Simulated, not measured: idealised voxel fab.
Proc. module: voxel capacitor over wiring
Square cell edge 5 nm, section width 190 nm, ID cut.
Just so we're on the same page, the cross-sections are grids of square cells, and they're listed out in bands top to bottom, each band one or more rows deep. Basically the band line says how high the top is and how high the bottom is, in nm, and then what's in it from left to right, every material with its width in nm. Empty space shows up as "blank", and if a single material carries "throughout" it runs the full band edge to edge. For the purposes of this specification, 0 denotes the height below which the wafer in its as-received condition is composed wholly of one material, and the lowermost band, lacking a lower limit, extends downward without end, as expressed in "top 0, no bottom". Top row gets the first number, bottom row gets the second, and each row in between changes by the same step: that is how a band width like "30 to 40" works. Any step labelled "remained unchanged" changed none of the cells in the cross-section. "Closed void catalog" - sealed voids, min. 8 cells, no opening to top; format: width x height at distance (distance from left edge; nm throughout). Formally, on a step line, whatever follows the settings is a remark that the simulator itself makes on the step. The "overlay nm" setting may appear on a step's line; for a step that uses a mask, it gives how far to the right of its planned position the mask lay, and a negative value indicates the left.

[plan]
step 1: RECEIVE,material Si
step 2: CONFORMAL_DEP,material SiO2,thk nm 10
step 3: DIRECTIONAL_DEP,material TiN,thk nm 5
step 4: DIRECTIONAL_DEP,material W,thk nm 25
step 5: DIRECTIONAL_DEP,material aC,thk nm 10
step 6: PATTERN,tone cover,mask id METAL_1,material resist,width nm 20,pitch nm 75,thk nm 30,overlay nm 0
step 7: DIRECTIONAL_ETCH,etch materials aC,depth nm 10
step 8: STRIP,etch materials resist
step 9: DIRECTIONAL_ETCH,etch materials W,depth nm 25
step 10: DIRECTIONAL_ETCH,etch materials TiN,depth nm 5
step 11: STRIP,etch materials aC
step 12: FILL_DEP,material lowk,thk nm 10
step 13: CMP,height nm 40
step 14: CONFORMAL_DEP,material SiCN,thk nm 5
step 15: DIRECTIONAL_DEP,material lowk,thk nm 15
step 16: MASKED_ETCH,tone open,mask id PLUG_1,width nm 15,etch materials lowk,depth nm 15,overlay nm 0
step 17: MASKED_ETCH,tone open,mask id PLUG_1,width nm 15,etch materials SiCN,depth nm 5,overlay nm 0
step 18: CONFORMAL_DEP,material TiN,thk nm 5
step 19: FILL_DEP,material Cu,thk nm 5
step 20: CMP,height nm 60
step 21: DIRECTIONAL_DEP,material TiN,thk nm 10
step 22: DIRECTIONAL_DEP,material SiN,thk nm 5
step 23: DIRECTIONAL_DEP,material TiN,thk nm 10
step 24: PATTERN,tone cover,mask id UPPER_PLATE,material resist,width nm 60,thk nm 15,overlay nm 0
step 25: DIRECTIONAL_ETCH,etch materials TiN,depth nm 10
step 26: DIRECTIONAL_ETCH,etch materials SiN,depth nm 5
step 27: STRIP,etch materials resist
step 28: PATTERN,tone cover,mask id LOWER_PLATE,material resist,width nm 70,thk nm 15,overlay nm 0
step 29: DIRECTIONAL_ETCH,etch materials TiN,depth nm 10
step 30: STRIP,etch materials resist
step 31: FILL_DEP,material SiO2,thk nm 20
step 32: CMP,height nm 100
step 33: MASKED_ETCH,tone open,mask id PLUG_2,width nm 15,etch materials SiO2,depth nm 15,overlay nm 0
step 34: CONFORMAL_DEP,material TiN,thk nm 5
step 35: FILL_DEP,material Cu,thk nm 10
step 36: CMP,height nm 100
step 37: CONFORMAL_DEP,material SiCN,thk nm 5

[The first of a set of two wafers, run to plan]

[As-received wafer cross-section (after step 1)]
* top 0, no bottom = Si throughout
* Closed void catalog: none

[Wafer after step 2 (cross-section)]
* top 10, bottom 0 = SiO2 throughout
* Below 0, no change.

[Wafer after step 3 (cross-section)]
* top 15, bottom 10 = TiN throughout
* Below 10, no change.

[Wafer after step 4 (cross-section)]
* top 40, bottom 15 = W throughout
* Below 15, no change.

[Wafer after step 5 (cross-section)]
* top 50, bottom 40 = aC throughout
* Below 40, no change.

[Wafer after step 6 (cross-section)]
* top 80, bottom 50 = 45 of blank  20 of resist  55 of blank  20 of resist  50 of blank
* Below 50, no change.

[Wafer after step 7 (cross-section)]
* top 70, bottom 50 = 45 of blank  20 of resist  55 of blank  20 of resist  50 of blank
* top 50, bottom 40 = 45 of blank  20 of aC  55 of blank  20 of aC  50 of blank
* Below 40, no change.

[Wafer after step 8 (cross-section)]
* top 50, bottom 40 = 45 of blank  20 of aC  55 of blank  20 of aC  50 of blank
* Below 40, no change.

[Wafer after step 9 (cross-section)]
* top 50, bottom 40 = 45 of blank  20 of aC  55 of blank  20 of aC  50 of blank
* top 40, bottom 15 = 45 of blank  20 of W  55 of blank  20 of W  50 of blank
* Below 15, no change.

[Wafer after step 10 (cross-section)]
* top 50, bottom 40 = 45 of blank  20 of aC  55 of blank  20 of aC  50 of blank
* top 40, bottom 15 = 45 of blank  20 of W  55 of blank  20 of W  50 of blank
* top 15, bottom 10 = 45 of blank  20 of TiN  55 of blank  20 of TiN  50 of blank
* Below 10, no change.

[Wafer after step 11 (cross-section)]
* top 40, bottom 15 = 45 of blank  20 of W  55 of blank  20 of W  50 of blank
* Below 15, no change.

[Wafer after step 12 (cross-section)]
* top 50, bottom 40 = lowk throughout
* top 40, bottom 15 = 45 of lowk  20 of W  55 of lowk  20 of W  50 of lowk
* top 15, bottom 10 = 45 of lowk  20 of TiN  55 of lowk  20 of TiN  50 of lowk
* Below 10, no change.

[Wafer after step 13 (cross-section)]
* top 40, bottom 15 = 45 of lowk  20 of W  55 of lowk  20 of W  50 of lowk
* Below 15, no change.

[Wafer after step 14 (cross-section)]
* top 45, bottom 40 = SiCN throughout
* Below 40, no change.

[Wafer after step 15 (cross-section)]
* top 60, bottom 45 = lowk throughout
* Below 45, no change.

[Wafer after step 16 (cross-section)]
* top 60, bottom 45 = 50 of lowk  15 of blank  125 of lowk
* Below 45, no change.

[Wafer after step 17 (cross-section)]
* top 60, bottom 45 = 50 of lowk  15 of blank  125 of lowk
* top 45, bottom 40 = 50 of SiCN  15 of blank  125 of SiCN
* Below 40, no change.

[Wafer after step 18 (cross-section)]
* top 65, bottom 60 = 55 of TiN  5 of blank  130 of TiN
* top 60, bottom 45 = 50 of lowk  5 of TiN  5 of blank  5 of TiN  125 of lowk
* top 45, bottom 40 = 50 of SiCN  15 of TiN  125 of SiCN
* Below 40, no change.

[Wafer after step 19 (cross-section)]
* top 70, bottom 65 = Cu throughout
* top 65, bottom 60 = 55 of TiN  5 of Cu  130 of TiN
* top 60, bottom 45 = 50 of lowk  5 of TiN  5 of Cu  5 of TiN  125 of lowk
* Below 45, no change.

[Wafer after step 20 (cross-section)]
* top 60, bottom 45 = 50 of lowk  5 of TiN  5 of Cu  5 of TiN  125 of lowk
* Below 45, no change.

[Wafer after step 21 (cross-section)]
* top 70, bottom 60 = TiN throughout
* Below 60, no change.

[Wafer after step 22 (cross-section)]
* top 75, bottom 70 = SiN throughout
* Below 70, no change.

[Wafer after step 23 (cross-section)]
* top 85, bottom 75 = TiN throughout
* Below 75, no change.

[Wafer after step 24 (cross-section)]
* top 100, bottom 85 = 50 of blank  60 of resist  80 of blank
* Below 85, no change.

[Wafer after step 25 (cross-section)]
* top 100, bottom 85 = 50 of blank  60 of resist  80 of blank
* top 85, bottom 75 = 50 of blank  60 of TiN  80 of blank
* Below 75, no change.

[Wafer after step 26 (cross-section)]
* top 100, bottom 85 = 50 of blank  60 of resist  80 of blank
* top 85, bottom 75 = 50 of blank  60 of TiN  80 of blank
* top 75, bottom 70 = 50 of blank  60 of SiN  80 of blank
* Below 70, no change.

[Wafer after step 27 (cross-section)]
* top 85, bottom 75 = 50 of blank  60 of TiN  80 of blank
* Below 75, no change.

[Wafer after step 28 (cross-section)]
* top 100, bottom 85 = 45 of blank  70 of resist  75 of blank
* top 85, bottom 75 = 45 of blank  5 of resist  60 of TiN  5 of resist  75 of blank
* top 75, bottom 70 = 45 of blank  5 of resist  60 of SiN  5 of resist  75 of blank
* Below 70, no change.

[Wafer after step 29 (cross-section)]
* top 100, bottom 85 = 45 of blank  70 of resist  75 of blank
* top 85, bottom 75 = 45 of blank  5 of resist  60 of TiN  5 of resist  75 of blank
* top 75, bottom 70 = 45 of blank  5 of resist  60 of SiN  5 of resist  75 of blank
* top 70, bottom 60 = 45 of blank  70 of TiN  75 of blank
* Below 60, no change.

[Wafer after step 30 (cross-section)]
* top 85, bottom 75 = 50 of blank  60 of TiN  80 of blank
* top 75, bottom 70 = 50 of blank  60 of SiN  80 of blank
* Below 70, no change.

[Wafer after step 31 (cross-section)]
* top 105, bottom 85 = SiO2 throughout
* top 85, bottom 75 = 50 of SiO2  60 of TiN  80 of SiO2
* top 75, bottom 70 = 50 of SiO2  60 of SiN  80 of SiO2
* top 70, bottom 60 = 45 of SiO2  70 of TiN  75 of SiO2
* Below 60, no change.

[Wafer after step 32 (cross-section)]
* top 100, bottom 85 = SiO2 throughout
* Below 85, no change.

[Wafer after step 33 (cross-section)]
* top 100, bottom 85 = 60 of SiO2  15 of blank  115 of SiO2
* Below 85, no change.

[Wafer after step 34 (cross-section)]
* top 105, bottom 100 = 65 of TiN  5 of blank  120 of TiN
* top 100, bottom 90 = 60 of SiO2  5 of TiN  5 of blank  5 of TiN  115 of SiO2
* top 90, bottom 85 = 60 of SiO2  15 of TiN  115 of SiO2
* Below 85, no change.

[Wafer after step 35 (cross-section)]
* top 115, bottom 105 = Cu throughout
* top 105, bottom 100 = 65 of TiN  5 of Cu  120 of TiN
* top 100, bottom 90 = 60 of SiO2  5 of TiN  5 of Cu  5 of TiN  115 of SiO2
* Below 90, no change.

[Wafer after step 36 (cross-section)]
* top 100, bottom 90 = 60 of SiO2  5 of TiN  5 of Cu  5 of TiN  115 of SiO2
* Below 90, no change.

[Wafer after step 37 (cross-section)]
* top 105, bottom 100 = SiCN throughout
* Below 100, no change.

[Second wafer: same start and same plan as the first, one execution error; identical to the first through step 34]

[Cross-section of the second wafer at the time step 35 of the plan should have ended]
* top 115, bottom 105 = SiO2 throughout
* top 105, bottom 100 = 65 of TiN  5 of SiO2  120 of TiN
* top 100, bottom 90 = 60 of SiO2  5 of TiN  5 of SiO2  5 of TiN  115 of SiO2
* Below 90, no change.

[Cross-section of the second wafer at the time step 36 of the plan should have ended]
* top 100, bottom 90 = 60 of SiO2  5 of TiN  5 of SiO2  5 of TiN  115 of SiO2
* Below 90, no change.

[Cross-section of the second wafer at the time step 37 of the plan should have ended]
* top 105, bottom 100 = SiCN throughout
* Below 100, no change.
Error vs. plan: step 35 deviated from plan and actually ran as FILL_DEP,material SiO2,thk nm 10
End of process, cell counts, second wafer against first, materials with more or fewer: -2 Cu, +2 SiO2
